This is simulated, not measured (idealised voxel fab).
Module name: voxel self aligned vias (process module)
Cross-sectional view cut (width: 165 nm; square cell size: 5 nm).
Just so we're on the same page, the cross-sections are grids of square cells, and they're listed out in bands top to bottom, each band one or more rows deep.
First you get the band's top height and its bottom height, in nm, and then the materials it's made of, left to right, with each width in nm. If you see a single material with "edge to edge", that one covers the band edge to edge. "blank" is empty space.
Convention: height 0 is the level below which the wafer, as received, is all one material. The lowest band does not terminate at the bottom but continues downward, represented as "0 -> down".
You'd read "30->40" like this: the band's top row of cells is as wide as the first number, its bottom row is as wide as the second, and going down, every row changes width by the same amount as the row before did.
A step reported as "nothing different" is a step in which no cell of the cross-section changed.
"Closed cavity list": empty spaces of 8 cells or more with no open way to the top, each given as width x height at distance, distance from the left edge, all in nm.
Read whatever lies past the settings on a step's line as the simulator's own remark about the step.
When a step includes a mask, the "overlay nm" setting on its line states how far to the right of its planned place that mask lay, and negative values state how far to the left.

## The planned process steps are enumerated hereunder
1. op RECEIVE | material Si
2. op CONFORMAL_DEP | material SiO2 | thk nm 15
3. op CONFORMAL_DEP | material SiCN | thk nm 5
4. op DIRECTIONAL_DEP | material SiO2 | thk nm 20
5. op MASKED_ETCH | tone open | mask id LINES | width nm 20 | pitch nm 55 | etch materials SiO2 | depth nm 20 | overlay nm 0
6. op CONFORMAL_DEP | material TiN | thk nm 5
7. op FILL_DEP | material Ru | thk nm 5
8. op CMP | height nm 40
9. op SELECTIVE_ETCH | etch materials W Ru TiN | depth nm 5
10. op FILL_DEP | material SiN | thk nm 10
11. op CMP | height nm 40
12. op DIRECTIONAL_DEP | material SiO2 | thk nm 20
13. op DIRECTIONAL_DEP | material aC | thk nm 10
14. op PATTERN | tone open | mask id VIAS | material resist | width nm 30 | thk nm 30 | overlay nm 0
15. op DIRECTIONAL_ETCH | etch materials aC | depth nm 10
16. op STRIP | etch materials resist
17. op DIRECTIONAL_ETCH | etch materials SiO2 | depth nm 20
18. op DIRECTIONAL_ETCH | etch materials SiN | depth nm 5
19. op STRIP | etch materials aC
20. op CONFORMAL_DEP | material TiN | thk nm 5
21. op FILL_DEP | material Cu | thk nm 5
22. op CMP | height nm 60
23. op CONFORMAL_DEP | material SiCN | thk nm 5

## Cross-section: wafer on arrival = after step 1
* 0 -> down: Si edge to edge
* Closed cavity list: none

## Post-module cross-section of the first of two wafers (run per plan)
* 65 -> 60: SiCN edge to edge
* 60 -> 45: SiO2 (40)  TiN (5)  Cu (20)  TiN (5)  SiO2 (95)
* 45 -> 40: SiO2 (40)  TiN (10)  Cu (10)  TiN (10)  SiO2 (95)
* 40 -> 35: SiO2 (45)  TiN (20)  SiO2 (35)  SiN (20)  SiO2 (45)
* 35 -> 25: SiO2 (45)  TiN (5)  Ru (10)  TiN (5)  SiO2 (35)  TiN (5)  Ru (10)  TiN (5)  SiO2 (45)
* 25 -> 20: SiO2 (45)  TiN (20)  SiO2 (35)  TiN (20)  SiO2 (45)
* 20 -> 15: SiCN edge to edge
* 15 -> 0: SiO2 edge to edge
* 0 -> down: Si edge to edge
* Closed cavity list: none

## Wafer two, end of module, cross-section. Same start, same plan as wafer one. One mistake in the run
* 65 -> 60: SiCN edge to edge
* 60 -> 45: SiO2 (40)  TiN (5)  Cu (20)  TiN (5)  SiO2 (95)
* 45 -> 40: SiO2 (40)  TiN (10)  Cu (10)  TiN (10)  SiO2 (95)
* 40 -> 35: SiO2 (45)  TiN (20)  SiO2 (35)  SiN (20)  SiO2 (45)
* 35 -> 30: SiCN edge to edge
* 30 -> 0: SiO2 edge to edge
* 0 -> down: Si edge to edge
* Closed cavity list: none
Nonconformance to the process plan: step 2 was run twice
Final wafer comparison in cells, second versus first, more or fewer per material: -8 Ru | +24 SiO2 | -16 TiN
